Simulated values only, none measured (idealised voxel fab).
Herein follows the process module entitled voxel quadruple lines.
The cross-section on display is named cut; it measures 170 nm wide, and its cells are 5 nm squares.
How to read a cross-section here: the picture is a grid of square cells, written as bands going from the top down, and any band can span one or more rows of cells. In this notation a band is specified by the heights of its top and bottom, in that order and in nm, after which its materials appear from left to right, each paired with its width in nm. The word "everywhere" attached to a single material means that material fills the band from edge to edge; the word "air" stands for empty space. For the purposes of this specification, 0 denotes the height below which the wafer in its as-received condition is composed wholly of one material, and the lowermost band, lacking a lower limit, extends downward without end, as expressed in "0..down". Top row gets the first number, bottom row gets the second, and each row in between changes by the same step: that is how a band width like "30->40" works. Given "nothing was modified" for a step, no cell of the cross-section differs between before and after that step. "Closed void roster" - sealed voids, min. 8 cells, no opening to top; format: width x height at distance (distance from left edge; nm throughout). If you see something after the settings on a step's line, that's the simulator's own remark about that step. If you see "overlay nm" on a step's line and that step has a mask, it's telling you how far right of where it was planned the mask ended up; a negative number means it went left instead.
**Intended process steps**
1. RECEIVE (material Si)
2. CONFORMAL_DEP (material Al2O3; thk nm 5)
3. DIRECTIONAL_DEP (material Ru; thk nm 15)
4. DIRECTIONAL_DEP (material polySi; thk nm 20)
5. DIRECTIONAL_DEP (material aC; thk nm 25)
6. PATTERN (tone cover; mask id MANDREL; material resist; width nm 30; thk nm 30; overlay nm 0)
7. DIRECTIONAL_ETCH (etch materials aC; depth nm 25)
8. STRIP (etch materials resist)
9. CONFORMAL_DEP (material SiO2; thk nm 10)
10. DIRECTIONAL_ETCH (etch materials SiO2; depth nm 10)
11. STRIP (etch materials aC)
12. DIRECTIONAL_ETCH (etch materials polySi; depth nm 20)
13. STRIP (etch materials SiO2)
14. CONFORMAL_DEP (material SiN; thk nm 10)
15. DIRECTIONAL_ETCH (etch materials SiN; depth nm 10)
16. STRIP (etch materials polySi)
17. DIRECTIONAL_ETCH (etch materials Ru; depth nm 15)
18. STRIP (etch materials SiN)
19. FILL_DEP (material SiO2; thk nm 10)
20. CMP (height nm 25)
Wafers differ in thk nm at step 2; plan lists the first wafer's value; identical starting state.
**As received, i.e. after step 1: cross-section through the first of several wafers**
* 0..down  Si everywhere
* Closed void roster: none
**Per wafer, end of module: cells gained (+) or lost (-) per material since receipt, then closed voids**
thk nm 5 | +34 Al2O3 | +24 Ru | +112 SiO2 | Closed void roster: none
thk nm 10 | +68 Al2O3 | +24 Ru | +78 SiO2 | Closed void roster: none
thk nm 15 | +102 Al2O3 | +16 Ru | +52 SiO2 | Closed void roster: none
thk nm 20 | +136 Al2O3 | +8 Ru | +26 SiO2 | Closed void roster: none
thk nm 25 | +170 Al2O3 | Closed void roster: none
